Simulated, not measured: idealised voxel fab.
process module | voxel air gaps
cross-section cut | 245 nm wide | cells 5 nm
A cross-section is a grid of square cells, given in bands from the top down. A band is one or more rows of cells.
Each band's line starts with the height of the band's top and of its bottom, in nm. Then come its materials from left to right, each with its width in nm. One material with "throughout" fills the band from edge to edge. "air" is empty space.
Height 0 is the level under which the wafer as received is all one material. The lowest band goes on downwards, as in "0 down".
A width such as "30 to 40" changes by the same amount from each row of cells to the next, from the band's top row to its bottom row.
"no change" after a step means that no cell of the cross-section changed.
closed voids: empty space of 8 cells or more with no open way to the top, each as width x height at its distance from the left edge, in nm
after a step's settings: what the simulator itself notes on the step
overlay nm, on a step with a mask: how far to the right of its planned place the mask lay; to the left if negative
plan
1 op RECEIVE | material Si
2 op CONFORMAL_DEP | material SiO2 | thk nm 15
3 op CONFORMAL_DEP | material SiN | thk nm 5
4 op DIRECTIONAL_DEP | material lowk | thk nm 30
5 op DIRECTIONAL_DEP | material aC | thk nm 15
6 op PATTERN | tone open | mask id LINES | material resist | width nm 25 | pitch nm 55 | thk nm 30 | overlay nm 0
7 op DIRECTIONAL_ETCH | etch materials aC | depth nm 15
8 op STRIP | etch materials resist
9 op DIRECTIONAL_ETCH | etch materials lowk | depth nm 30
10 op STRIP | etch materials aC
11 op CONFORMAL_DEP | material TiN | thk nm 5
12 op FILL_DEP | material W | thk nm 10
13 op CMP | height nm 50
14 op EPI | material Ru | thk nm 10
15 op SELECTIVE_ETCH | etch materials lowk | depth nm 40
16 op CONFORMAL_DEP | material SiN | thk nm 5
first wafer, as planned
as received, after step 1
  0 down: Si throughout
  closed voids: none
after step 2
  15 to 0: SiO2 throughout
  below 0: unchanged
after step 3
  20 to 15: SiN throughout
  below 15: unchanged
after step 4
  50 to 20: lowk throughout
  below 20: unchanged
after step 5
  65 to 50: aC throughout
  below 50: unchanged
after step 6
  95 to 65: resist 55 | air 25 | resist 30 | air 25 | resist 30 | air 25 | resist 55
  below 65: unchanged
after step 7
  80 to 65: resist 55 | air 25 | resist 30 | air 25 | resist 30 | air 25 | resist 55
  65 to 50: aC 55 | air 25 | aC 30 | air 25 | aC 30 | air 25 | aC 55
  below 50: unchanged
after step 8
  65 to 50: aC 55 | air 25 | aC 30 | air 25 | aC 30 | air 25 | aC 55
  below 50: unchanged
after step 9
  65 to 50: aC 55 | air 25 | aC 30 | air 25 | aC 30 | air 25 | aC 55
  50 to 20: lowk 55 | air 25 | lowk 30 | air 25 | lowk 30 | air 25 | lowk 55
  below 20: unchanged
after step 10
  50 to 20: lowk 55 | air 25 | lowk 30 | air 25 | lowk 30 | air 25 | lowk 55
  below 20: unchanged
after step 11
  55 to 50: TiN 60 | air 15 | TiN 40 | air 15 | TiN 40 | air 15 | TiN 60
  50 to 25: lowk 55 | TiN 5 | air 15 | TiN 5 | lowk 30 | TiN 5 | air 15 | TiN 5 | lowk 30 | TiN 5 | air 15 | TiN 5 | lowk 55
  25 to 20: lowk 55 | TiN 25 | lowk 30 | TiN 25 | lowk 30 | TiN 25 | lowk 55
  below 20: unchanged
after step 12
  65 to 55: W throughout
  55 to 50: TiN 60 | W 15 | TiN 40 | W 15 | TiN 40 | W 15 | TiN 60
  50 to 25: lowk 55 | TiN 5 | W 15 | TiN 5 | lowk 30 | TiN 5 | W 15 | TiN 5 | lowk 30 | TiN 5 | W 15 | TiN 5 | lowk 55
  below 25: unchanged
after step 13
  50 to 25: lowk 55 | TiN 5 | W 15 | TiN 5 | lowk 30 | TiN 5 | W 15 | TiN 5 | lowk 30 | TiN 5 | W 15 | TiN 5 | lowk 55
  below 25: unchanged
after step 14
  60 to 50: air 45 | Ru 45 | air 10 | Ru 45 | air 10 | Ru 45 | air 45
  below 50: unchanged
after step 15
  60 to 50: air 45 | Ru 45 | air 10 | Ru 45 | air 10 | Ru 45 | air 45
  50 to 25: air 55 | TiN 5 | W 15 | TiN 5 | air 30 | TiN 5 | W 15 | TiN 5 | air 30 | TiN 5 | W 15 | TiN 5 | air 55
  25 to 20: air 55 | TiN 25 | air 30 | TiN 25 | air 30 | TiN 25 | air 55
  below 20: unchanged
after step 16
  65 to 60: air 40 | SiN 165 | air 40
  60 to 50: air 40 | SiN 5 | Ru 45 | SiN 10 | Ru 45 | SiN 10 | Ru 45 | SiN 5 | air 40
  50 to 45: air 40 | SiN 15 | TiN 5 | W 15 | TiN 5 | SiN 30 | TiN 5 | W 15 | TiN 5 | SiN 30 | TiN 5 | W 15 | TiN 5 | SiN 15 | air 40
  45 to 25: air 50 | SiN 5 | TiN 5 | W 15 | TiN 5 | SiN 5 | air 20 | SiN 5 | TiN 5 | W 15 | TiN 5 | SiN 5 | air 20 | SiN 5 | TiN 5 | W 15 | TiN 5 | SiN 5 | air 50
  25 to 20: SiN 55 | TiN 25 | SiN 30 | TiN 25 | SiN 30 | TiN 25 | SiN 55
  below 20: unchanged
  closed voids: 20 x 20 at 85; 20 x 20 at 140
second wafer: like start, like plan, one mistake. Through step 5 it matches the first wafer
when step 6 should have ended
  95 to 65: resist 50 | air 25 | resist 30 | air 25 | resist 30 | air 25 | resist 60
  below 65: unchanged
when step 7 should have ended
  80 to 65: resist 50 | air 25 | resist 30 | air 25 | resist 30 | air 25 | resist 60
  65 to 50: aC 50 | air 25 | aC 30 | air 25 | aC 30 | air 25 | aC 60
  below 50: unchanged
when step 8 should have ended
  65 to 50: aC 50 | air 25 | aC 30 | air 25 | aC 30 | air 25 | aC 60
  below 50: unchanged
when step 9 should have ended
  65 to 50: aC 50 | air 25 | aC 30 | air 25 | aC 30 | air 25 | aC 60
  50 to 20: lowk 50 | air 25 | lowk 30 | air 25 | lowk 30 | air 25 | lowk 60
  below 20: unchanged
when step 10 should have ended
  50 to 20: lowk 50 | air 25 | lowk 30 | air 25 | lowk 30 | air 25 | lowk 60
  below 20: unchanged
when step 11 should have ended
  55 to 50: TiN 55 | air 15 | TiN 40 | air 15 | TiN 40 | air 15 | TiN 65
  50 to 25: lowk 50 | TiN 5 | air 15 | TiN 5 | lowk 30 | TiN 5 | air 15 | TiN 5 | lowk 30 | TiN 5 | air 15 | TiN 5 | lowk 60
  25 to 20: lowk 50 | TiN 25 | lowk 30 | TiN 25 | lowk 30 | TiN 25 | lowk 60
  below 20: unchanged
when step 12 should have ended
  65 to 55: W throughout
  55 to 50: TiN 55 | W 15 | TiN 40 | W 15 | TiN 40 | W 15 | TiN 65
  50 to 25: lowk 50 | TiN 5 | W 15 | TiN 5 | lowk 30 | TiN 5 | W 15 | TiN 5 | lowk 30 | TiN 5 | W 15 | TiN 5 | lowk 60
  below 25: unchanged
when step 13 should have ended
  50 to 25: lowk 50 | TiN 5 | W 15 | TiN 5 | lowk 30 | TiN 5 | W 15 | TiN 5 | lowk 30 | TiN 5 | W 15 | TiN 5 | lowk 60
  below 25: unchanged
when step 14 should have ended
  60 to 50: air 40 | Ru 45 | air 10 | Ru 45 | air 10 | Ru 45 | air 50
  below 50: unchanged
when step 15 should have ended
  60 to 50: air 40 | Ru 45 | air 10 | Ru 45 | air 10 | Ru 45 | air 50
  50 to 25: air 50 | TiN 5 | W 15 | TiN 5 | air 30 | TiN 5 | W 15 | TiN 5 | air 30 | TiN 5 | W 15 | TiN 5 | air 60
  25 to 20: air 50 | TiN 25 | air 30 | TiN 25 | air 30 | TiN 25 | air 60
  below 20: unchanged
when step 16 should have ended
  65 to 60: air 35 | SiN 165 | air 45
  60 to 50: air 35 | SiN 5 | Ru 45 | SiN 10 | Ru 45 | SiN 10 | Ru 45 | SiN 5 | air 45
  50 to 45: air 35 | SiN 15 | TiN 5 | W 15 | TiN 5 | SiN 30 | TiN 5 | W 15 | TiN 5 | SiN 30 | TiN 5 | W 15 | TiN 5 | SiN 15 | air 45
  45 to 25: air 45 | SiN 5 | TiN 5 | W 15 | TiN 5 | SiN 5 | air 20 | SiN 5 | TiN 5 | W 15 | TiN 5 | SiN 5 | air 20 | SiN 5 | TiN 5 | W 15 | TiN 5 | SiN 5 | air 55
  25 to 20: SiN 50 | TiN 25 | SiN 30 | TiN 25 | SiN 30 | TiN 25 | SiN 60
  below 20: unchanged
  closed voids: 20 x 20 at 80; 20 x 20 at 135
what went wrong: step 6 ran as: op PATTERN | tone open | mask id LINES | material resist | width nm 25 | pitch nm 55 | thk nm 30 | overlay nm -5
at the end the second wafer has, in cells: as many of each material as the first, in other places
